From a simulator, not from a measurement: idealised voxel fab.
process module | voxel released beams
cross-section cut | 140 nm wide | cells 5 nm
A cross-section is a grid of square cells, given in bands from the top down. A band is one or more rows of cells.
Each band's line starts with the height of the band's top and of its bottom, in nm. Then come its materials from left to right, each with its width in nm. One material with "throughout" fills the band from edge to edge. "air" is empty space.
Height 0 is the level under which the wafer as received is all one material. The lowest band goes on downwards, as in "0 down".
A width such as "30 to 40" changes by the same amount from each row of cells to the next, from the band's top row to its bottom row.
"no change" after a step means that no cell of the cross-section changed.
closed voids: empty space of 8 cells or more with no open way to the top, each as width x height at its distance from the left edge, in nm
after a step's settings: what the simulator itself notes on the step
overlay nm, on a step with a mask: how far to the right of its planned place the mask lay; to the left if negative
plan
1 op RECEIVE | material Si
2 op CONFORMAL_DEP | material Al2O3 | thk nm 5
3 op DIRECTIONAL_DEP | material SiO2 | thk nm 10
4 op MASKED_ETCH | tone open | mask id ANCHOR | width nm 30 | etch materials SiO2 | depth nm 10 | overlay nm 0
5 op CONFORMAL_DEP | material W | thk nm 10
6 op MASKED_ETCH | tone cover | mask id BEAM | width nm 70 | etch materials W | depth nm 10 | overlay nm 0
7 op STRIP | etch materials SiO2
varied across the wafers: width nm of step 6. The plan shows the first wafer's value. All wafers start alike
first wafer as received, after step 1
  0 down: Si throughout
  closed voids: none
each wafer at the end: cells of each material gained (+) or lost (-) since it was received, then its closed voids
width nm 70 | +28 Al2O3 | +36 W | closed voids: none
width nm 75 | +28 Al2O3 | +38 W | closed voids: none
width nm 80 | +28 Al2O3 | +40 W | closed voids: none
width nm 85 | +28 Al2O3 | +42 W | closed voids: none
width nm 90 | +28 Al2O3 | +44 W | closed voids: none
width nm 95 | +28 Al2O3 | +46 W | closed voids: none
